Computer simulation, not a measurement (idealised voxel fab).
Documented hereafter: the process module known as voxel self aligned vias.
Section cut is 275 nm wide and gridded with 5 nm square cells.
This document writes a cross-section as a grid whose cells are square, and gives it as bands, listed from the top down; one or more rows of cells form a band.
First you get the band's top height and its bottom height, in nm, and then the materials it's made of, left to right, with each width in nm. If you see a single material with "edge to edge", that one covers the band edge to edge. "blank" is empty space.
Basically, 0 is our baseline, since under it the wafer straight out of the box is all one material. The bottom band has no lower end and keeps on going down, so it looks like "top 0, no bottom".
A two-number width, for instance "30->40", indicates that the width is equal to the first number in the top row of the band and to the second number in the bottom row, and that it changes by a constant amount per row of cells.
Reading "no modification" for a step: not a cell of the cross-section changed in it.
Empty spaces counting at least 8 cells and having no open way to the top are listed in "Completely sealed voids". The notation width x height at distance is used for each, the distance being from the left edge and all three values in nm.
Text after the settings on a step's line: the simulator's own remark on that step.
overlay nm: mask right of planned place by this much (step with mask). Neg. = left.
## The planned process steps are enumerated hereunder
1) RECEIVE, material Si
2) CONFORMAL_DEP, material SiO2, thk nm 10
3) CONFORMAL_DEP, material SiCN, thk nm 5
4) DIRECTIONAL_DEP, material SiO2, thk nm 20
5) PATTERN, tone open, mask id LINES, material resist, width nm 20, pitch nm 65, thk nm 15, overlay nm 0
6) DIRECTIONAL_ETCH, etch materials SiO2, depth nm 20
7) STRIP, etch materials resist
8) CONFORMAL_DEP, material TiN, thk nm 5
9) FILL_DEP, material W, thk nm 5
10) CMP, height nm 35
11) SELECTIVE_ETCH, etch materials W Ru TiN, depth nm 10
12) FILL_DEP, material SiN, thk nm 5
13) CMP, height nm 35
14) DIRECTIONAL_DEP, material SiO2, thk nm 15
15) MASKED_ETCH, tone open, mask id VIAS, width nm 40, pitch nm 65, etch materials SiO2, depth nm 15, overlay nm 0
16) MASKED_ETCH, tone open, mask id VIAS, width nm 40, pitch nm 65, etch materials SiN, depth nm 10, overlay nm 0
17) CONFORMAL_DEP, material TiN, thk nm 5
18) FILL_DEP, material Ru, thk nm 10
19) CMP, height nm 50
20) CONFORMAL_DEP, material SiN, thk nm 5
## Cross-section of the wafer at receipt, which is the condition after step 1
top 0, no bottom: Si edge to edge
Completely sealed voids: none
## Cross-sectional view of the first of the two wafers upon completion of the module, processed in accordance with the plan
top 55, bottom 50: SiN edge to edge
top 50, bottom 40: 50 of SiO2 | 5 of TiN | 30 of Ru | 5 of TiN | 25 of SiO2 | 5 of TiN | 30 of Ru | 5 of TiN | 25 of SiO2 | 5 of TiN | 30 of Ru | 5 of TiN | 55 of SiO2
top 40, bottom 30: 50->60 of SiO2 | 15->5 of TiN | 10 of Ru | 15->5 of TiN | 25->45 of SiO2 | 15->5 of TiN | 10 of Ru | 15->5 of TiN | 25->45 of SiO2 | 15->5 of TiN | 10 of Ru | 15->5 of TiN | 55->65 of SiO2
top 30, bottom 25: 60 of SiO2 | 20 of TiN | 45 of SiO2 | 20 of TiN | 45 of SiO2 | 20 of TiN | 65 of SiO2
top 25, bottom 20: 60 of SiO2 | 5 of TiN | 10 of W | 5 of TiN | 45 of SiO2 | 5 of TiN | 10 of W | 5 of TiN | 45 of SiO2 | 5 of TiN | 10 of W | 5 of TiN | 65 of SiO2
top 20, bottom 15: 60 of SiO2 | 20 of TiN | 45 of SiO2 | 20 of TiN | 45 of SiO2 | 20 of TiN | 65 of SiO2
top 15, bottom 10: SiCN edge to edge
top 10, bottom 0: SiO2 edge to edge
top 0, no bottom: Si edge to edge
Completely sealed voids: none
## Wafer two, sectioned after the module: the first wafer's start, the first wafer's plan, and one mistake in how it was run
top 65, bottom 50: SiN edge to edge
top 50, bottom 40: 50 of SiO2 | 5 of TiN | 30 of Ru | 5 of TiN | 25 of SiO2 | 5 of TiN | 30 of Ru | 5 of TiN | 25 of SiO2 | 5 of TiN | 30 of Ru | 5 of TiN | 55 of SiO2
top 40, bottom 30: 50->60 of SiO2 | 15->5 of TiN | 10 of Ru | 15->5 of TiN | 25->45 of SiO2 | 15->5 of TiN | 10 of Ru | 15->5 of TiN | 25->45 of SiO2 | 15->5 of TiN | 10 of Ru | 15->5 of TiN | 55->65 of SiO2
top 30, bottom 25: 60 of SiO2 | 20 of TiN | 45 of SiO2 | 20 of TiN | 45 of SiO2 | 20 of TiN | 65 of SiO2
top 25, bottom 20: 60 of SiO2 | 5 of TiN | 10 of W | 5 of TiN | 45 of SiO2 | 5 of TiN | 10 of W | 5 of TiN | 45 of SiO2 | 5 of TiN | 10 of W | 5 of TiN | 65 of SiO2
top 20, bottom 15: 60 of SiO2 | 20 of TiN | 45 of SiO2 | 20 of TiN | 45 of SiO2 | 20 of TiN | 65 of SiO2
top 15, bottom 10: SiCN edge to edge
top 10, bottom 0: SiO2 edge to edge
top 0, no bottom: Si edge to edge
Completely sealed voids: none
Deviation noted in wafer processing: step 20 was not run as planned; what actually ran was CONFORMAL_DEP, material SiN, thk nm 15
Final difference in cells, second wafer against first, listed per material as more or fewer: 110 more of SiN
